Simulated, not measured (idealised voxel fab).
process module | voxel self aligned vias
cross-section cut | 190 nm wide | cells 5 nm
A cross-section is a grid of square cells, given in bands from the top down. A band is one or more rows of cells.
Each band's line starts with the height of the band's top and of its bottom, in nm. Then come its materials from left to right, each with its width in nm. One material with "throughout" fills the band from edge to edge. "air" is empty space.
Height 0 is the level under which the wafer as received is all one material. The lowest band goes on downwards, as in "0 down".
A width such as "30 to 40" changes by the same amount from each row of cells to the next, from the band's top row to its bottom row.
"no change" after a step means that no cell of the cross-section changed.
closed voids: empty space of 8 cells or more with no open way to the top, each as width x height at its distance from the left edge, in nm
after a step's settings: what the simulator itself notes on the step
overlay nm, on a step with a mask: how far to the right of its planned place the mask lay; to the left if negative
plan
1 op RECEIVE | material Si
2 op CONFORMAL_DEP | material SiO2 | thk nm 10
3 op CONFORMAL_DEP | material SiCN | thk nm 5
4 op DIRECTIONAL_DEP | material SiO2 | thk nm 25
5 op PATTERN | tone open | mask id LINES | material resist | width nm 25 | pitch nm 70 | thk nm 15 | overlay nm 0
6 op DIRECTIONAL_ETCH | etch materials SiO2 | depth nm 25
7 op STRIP | etch materials resist
8 op CONFORMAL_DEP | material TiN | thk nm 5
9 op FILL_DEP | material W | thk nm 10
10 op CMP | height nm 40
11 op SELECTIVE_ETCH | etch materials W Ru TiN | depth nm 5
12 op FILL_DEP | material SiN | thk nm 5
13 op CMP | height nm 40
14 op DIRECTIONAL_DEP | material SiO2 | thk nm 20
15 op MASKED_ETCH | tone open | mask id VIAS | width nm 45 | etch materials SiO2 | depth nm 20 | overlay nm 0
16 op MASKED_ETCH | tone open | mask id VIAS | width nm 45 | etch materials SiN | depth nm 5 | overlay nm -15
17 op CONFORMAL_DEP | material TiN | thk nm 5
18 op FILL_DEP | material Ru | thk nm 5
19 op CMP | height nm 60
20 op CONFORMAL_DEP | material SiCN | thk nm 5
varied across the wafers: overlay nm of step 16. The plan shows the first wafer's value. All wafers start alike
first wafer as received, after step 1
  0 down: Si throughout
  closed voids: none
each wafer at the end: cells of each material gained (+) or lost (-) since it was received, then its closed voids
overlay nm -15 | +23 Ru | +76 SiCN | +6 SiN | +332 SiO2 | +39 TiN | +18 W | closed voids: none
overlay nm -10 | +24 Ru | +76 SiCN | +5 SiN | +332 SiO2 | +39 TiN | +18 W | closed voids: none
overlay nm -5 | +24 Ru | +76 SiCN | +5 SiN | +332 SiO2 | +39 TiN | +18 W | closed voids: none
overlay nm 0 | +24 Ru | +76 SiCN | +5 SiN | +332 SiO2 | +39 TiN | +18 W | closed voids: none
overlay nm 5 | +24 Ru | +76 SiCN | +5 SiN | +332 SiO2 | +39 TiN | +18 W | closed voids: none
overlay nm 10 | +24 Ru | +76 SiCN | +5 SiN | +332 SiO2 | +39 TiN | +18 W | closed voids: none
overlay nm 15 | +23 Ru | +76 SiCN | +6 SiN | +332 SiO2 | +39 TiN | +18 W | closed voids: none
